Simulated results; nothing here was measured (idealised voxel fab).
The process module presented herein is designated voxel spacer lines.
In the cross-section labelled cut, the width is 220 nm and each square cell is 5 nm.
In this document a cross-section is written as a grid of square cells. It is given as a series of bands, listed from the top down, and a band is one or more rows of cells. What a band's entry tells you: where the top is and where the bottom is, as heights in nm, and after that what lies inside, material by material from left to right, each with its width in nm. Empty space is written as the word "blank", and a single material marked with the word "everywhere" occupies the band from edge to edge. For the purposes of this specification, 0 denotes the height below which the wafer in its as-received condition is composed wholly of one material, and the lowermost band, lacking a lower limit, extends downward without end, as expressed in "0 and below". Width spec "30 to 40" -> top row of cells at first value, bottom row at second value, equal per-row change in between. The cross-section has no changed cell in any step marked "remains unaltered". Closed-off voids of 8+ cells (no open route to the top) go in "Enclosed internal voids", written width x height at distance from the left edge, in nm. What comes after the settings on a step's line is commentary from the simulator itself on that step. If you see "overlay nm" on a step's line and that step has a mask, it's telling you how far right of where it was planned the mask ended up; a negative number means it went left instead.
[This section lists the process steps that were planned]
1,RECEIVE | material Si
2,CONFORMAL_DEP | material Al2O3 | thk nm 5
3,DIRECTIONAL_DEP | material TiN | thk nm 15
4,DIRECTIONAL_DEP | material aC | thk nm 25
5,PATTERN | tone cover | mask id MANDREL | material resist | width nm 20 | pitch nm 70 | thk nm 35 | overlay nm 0
6,DIRECTIONAL_ETCH | etch materials aC | depth nm 25
7,STRIP | etch materials resist
8,CONFORMAL_DEP | material SiO2 | thk nm 15
9,DIRECTIONAL_ETCH | etch materials SiO2 | depth nm 15
10,STRIP | etch materials aC
11,DIRECTIONAL_ETCH | etch materials TiN | depth nm 15
12,STRIP | etch materials SiO2
13,FILL_DEP | material lowk | thk nm 10
14,CMP | height nm 20
[The first of two wafers, run as planned]
[Incoming wafer in cross-section (state: after step 1)]
- 0 and below = Si everywhere
- Enclosed internal voids: none
[State of the wafer after step 2, shown in cross-section]
- 5 down to 0 = Al2O3 everywhere
- Beneath the level 0, the cross-section is identical to its previous state.
[State of the wafer after step 3, shown in cross-section]
- 20 down to 5 = TiN everywhere
- Beneath the level 5, the cross-section is identical to its previous state.
[State of the wafer after step 4, shown in cross-section]
- 45 down to 20 = aC everywhere
- Beneath the level 20, the cross-section is identical to its previous state.
[State of the wafer after step 5, shown in cross-section]
- 80 down to 45 = blank 30, then resist 20, then blank 50, then resist 20, then blank 50, then resist 20, then blank 30
- Beneath the level 45, the cross-section is identical to its previous state.
[State of the wafer after step 6, shown in cross-section]
- 55 down to 45 = blank 30, then resist 20, then blank 50, then resist 20, then blank 50, then resist 20, then blank 30
- 45 down to 20 = blank 30, then aC 20, then blank 50, then aC 20, then blank 50, then aC 20, then blank 30
- Beneath the level 20, the cross-section is identical to its previous state.
[State of the wafer after step 7, shown in cross-section]
- 45 down to 20 = blank 30, then aC 20, then blank 50, then aC 20, then blank 50, then aC 20, then blank 30
- Beneath the level 20, the cross-section is identical to its previous state.
[State of the wafer after step 8, shown in cross-section]
- 60 down to 45 = blank 15, then SiO2 50, then blank 20, then SiO2 50, then blank 20, then SiO2 50, then blank 15
- 45 down to 35 = blank 15, then SiO2 15, then aC 20, then SiO2 15, then blank 20, then SiO2 15, then aC 20, then SiO2 15, then blank 20, then SiO2 15, then aC 20, then SiO2 15, then blank 15
- 35 down to 20 = SiO2 30, then aC 20, then SiO2 50, then aC 20, then SiO2 50, then aC 20, then SiO2 30
- Beneath the level 20, the cross-section is identical to its previous state.
[State of the wafer after step 9, shown in cross-section]
- 45 down to 20 = blank 15, then SiO2 15, then aC 20, then SiO2 15, then blank 20, then SiO2 15, then aC 20, then SiO2 15, then blank 20, then SiO2 15, then aC 20, then SiO2 15, then blank 15
- Beneath the level 20, the cross-section is identical to its previous state.
[State of the wafer after step 10, shown in cross-section]
- 45 down to 20 = blank 15, then SiO2 15, then blank 20, then SiO2 15, then blank 20, then SiO2 15, then blank 20, then SiO2 15, then blank 20, then SiO2 15, then blank 20, then SiO2 15, then blank 15
- Beneath the level 20, the cross-section is identical to its previous state.
[State of the wafer after step 11, shown in cross-section]
- 45 down to 20 = blank 15, then SiO2 15, then blank 20, then SiO2 15, then blank 20, then SiO2 15, then blank 20, then SiO2 15, then blank 20, then SiO2 15, then blank 20, then SiO2 15, then blank 15
- 20 down to 5 = blank 15, then TiN 15, then blank 20, then TiN 15, then blank 20, then TiN 15, then blank 20, then TiN 15, then blank 20, then TiN 15, then blank 20, then TiN 15, then blank 15
- Beneath the level 5, the cross-section is identical to its previous state.
[State of the wafer after step 12, shown in cross-section]
- 20 down to 5 = blank 15, then TiN 15, then blank 20, then TiN 15, then blank 20, then TiN 15, then blank 20, then TiN 15, then blank 20, then TiN 15, then blank 20, then TiN 15, then blank 15
- Beneath the level 5, the cross-section is identical to its previous state.
[State of the wafer after step 13, shown in cross-section]
- 30 down to 20 = lowk everywhere
- 20 down to 5 = lowk 15, then TiN 15, then lowk 20, then TiN 15, then lowk 20, then TiN 15, then lowk 20, then TiN 15, then lowk 20, then TiN 15, then lowk 20, then TiN 15, then lowk 15
- Beneath the level 5, the cross-section is identical to its previous state.
[State of the wafer after step 14, shown in cross-section]
- 20 down to 5 = lowk 15, then TiN 15, then lowk 20, then TiN 15, then lowk 20, then TiN 15, then lowk 20, then TiN 15, then lowk 20, then TiN 15, then lowk 20, then TiN 15, then lowk 15
- Beneath the level 5, the cross-section is identical to its previous state.
[Second wafer, same starting state and plan as the first, one mistake in the run, identical through step 2]
[Planned end of step 3: second wafer, cross-section]
- 20 down to 0 = Al2O3 everywhere
- Beneath the level 0, the cross-section is identical to its previous state.
[Planned end of step 4: second wafer, cross-section]
- 45 down to 20 = aC everywhere
- Beneath the level 20, the cross-section is identical to its previous state.
[Planned end of step 5: second wafer, cross-section]
- 80 down to 45 = blank 30, then resist 20, then blank 50, then resist 20, then blank 50, then resist 20, then blank 30
- Beneath the level 45, the cross-section is identical to its previous state.
[Planned end of step 6: second wafer, cross-section]
- 55 down to 45 = blank 30, then resist 20, then blank 50, then resist 20, then blank 50, then resist 20, then blank 30
- 45 down to 20 = blank 30, then aC 20, then blank 50, then aC 20, then blank 50, then aC 20, then blank 30
- Beneath the level 20, the cross-section is identical to its previous state.
[Planned end of step 7: second wafer, cross-section]
- 45 down to 20 = blank 30, then aC 20, then blank 50, then aC 20, then blank 50, then aC 20, then blank 30
- Beneath the level 20, the cross-section is identical to its previous state.
[Planned end of step 8: second wafer, cross-section]
- 60 down to 45 = blank 15, then SiO2 50, then blank 20, then SiO2 50, then blank 20, then SiO2 50, then blank 15
- 45 down to 35 = blank 15, then SiO2 15, then aC 20, then SiO2 15, then blank 20, then SiO2 15, then aC 20, then SiO2 15, then blank 20, then SiO2 15, then aC 20, then SiO2 15, then blank 15
- 35 down to 20 = SiO2 30, then aC 20, then SiO2 50, then aC 20, then SiO2 50, then aC 20, then SiO2 30
- Beneath the level 20, the cross-section is identical to its previous state.
[Planned end of step 9: second wafer, cross-section]
- 45 down to 20 = blank 15, then SiO2 15, then aC 20, then SiO2 15, then blank 20, then SiO2 15, then aC 20, then SiO2 15, then blank 20, then SiO2 15, then aC 20, then SiO2 15, then blank 15
- Beneath the level 20, the cross-section is identical to its previous state.
[Planned end of step 10: second wafer, cross-section]
- 45 down to 20 = blank 15, then SiO2 15, then blank 20, then SiO2 15, then blank 20, then SiO2 15, then blank 20, then SiO2 15, then blank 20, then SiO2 15, then blank 20, then SiO2 15, then blank 15
- Beneath the level 20, the cross-section is identical to its previous state.
Planned end of step 11: second wafer, cross-section: remains unaltered
[Planned end of step 12: second wafer, cross-section]
- 20 down to 0 = Al2O3 everywhere
- Beneath the level 0, the cross-section is identical to its previous state.
[Planned end of step 13: second wafer, cross-section]
- 30 down to 20 = lowk everywhere
- Beneath the level 20, the cross-section is identical to its previous state.
[Planned end of step 14: second wafer, cross-section]
- 20 down to 0 = Al2O3 everywhere
- Beneath the level 0, the cross-section is identical to its previous state.
Short version of what went wrong: step 3: run off-plan, actual operation and settings DIRECTIONAL_DEP | material Al2O3 | thk nm 15
In the final state, the cell counts of the second wafer exceed or fall short of those of the first for the following materials: Al2O3 +132, TiN -54, lowk -78
